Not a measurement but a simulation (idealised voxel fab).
process module | voxel double patterning
cross-section cut | 270 nm wide | cells 5 nm
A cross-section is a grid of square cells, given in bands from the top down. A band is one or more rows of cells.
Each band's line starts with the height of the band's top and of its bottom, in nm. Then come its materials from left to right, each with its width in nm. One material with "throughout" fills the band from edge to edge. "air" is empty space.
Height 0 is the level under which the wafer as received is all one material. The lowest band goes on downwards, as in "0 down".
A width such as "30 to 40" changes by the same amount from each row of cells to the next, from the band's top row to its bottom row.
"no change" after a step means that no cell of the cross-section changed.
closed voids: empty space of 8 cells or more with no open way to the top, each as width x height at its distance from the left edge, in nm
after a step's settings: what the simulator itself notes on the step
overlay nm, on a step with a mask: how far to the right of its planned place the mask lay; to the left if negative
plan
1 op RECEIVE | material Si
2 op CONFORMAL_DEP | material SiO2 | thk nm 10
3 op DIRECTIONAL_DEP | material TiN | thk nm 20
4 op DIRECTIONAL_DEP | material SiN | thk nm 5
5 op DIRECTIONAL_DEP | material aC | thk nm 10
6 op PATTERN | tone open | mask id FIRST | material resist | width nm 15 | pitch nm 50 | thk nm 30 | overlay nm 0
7 op DIRECTIONAL_ETCH | etch materials aC | depth nm 10
8 op STRIP | etch materials resist
9 op DIRECTIONAL_ETCH | etch materials SiN | depth nm 5
10 op STRIP | etch materials aC
11 op DIRECTIONAL_DEP | material aC | thk nm 10
12 op PATTERN | tone open | mask id SECOND | material resist | width nm 15 | pitch nm 50 | thk nm 30 | overlay nm 0
13 op DIRECTIONAL_ETCH | etch materials aC | depth nm 10
14 op STRIP | etch materials resist
15 op DIRECTIONAL_ETCH | etch materials SiN | depth nm 5
16 op STRIP | etch materials aC
17 op DIRECTIONAL_ETCH | etch materials TiN | depth nm 20
18 op STRIP | etch materials SiN
as received, after step 1
  0 down: Si throughout
  closed voids: none
first wafer at the end, as planned
  30 to 10: TiN 75 | air 15 | TiN 10 | air 15 | TiN 10 | air 15 | TiN 10 | air 15 | TiN 10 | air 15 | TiN 80
  10 to 0: SiO2 throughout
  0 down: Si throughout
  closed voids: none
second wafer at the end: like start, like plan, one mistake
  30 to 10: air 100 | TiN 15 | air 35 | TiN 15 | air 105
  10 to 0: SiO2 throughout
  0 down: Si throughout
  closed voids: none
what went wrong: step 12 ran as: op PATTERN | tone cover | mask id SECOND | material resist | width nm 15 | pitch nm 50 | thk nm 30 | overlay nm 0
at the end the second wafer has, in cells: 132 fewer of TiN
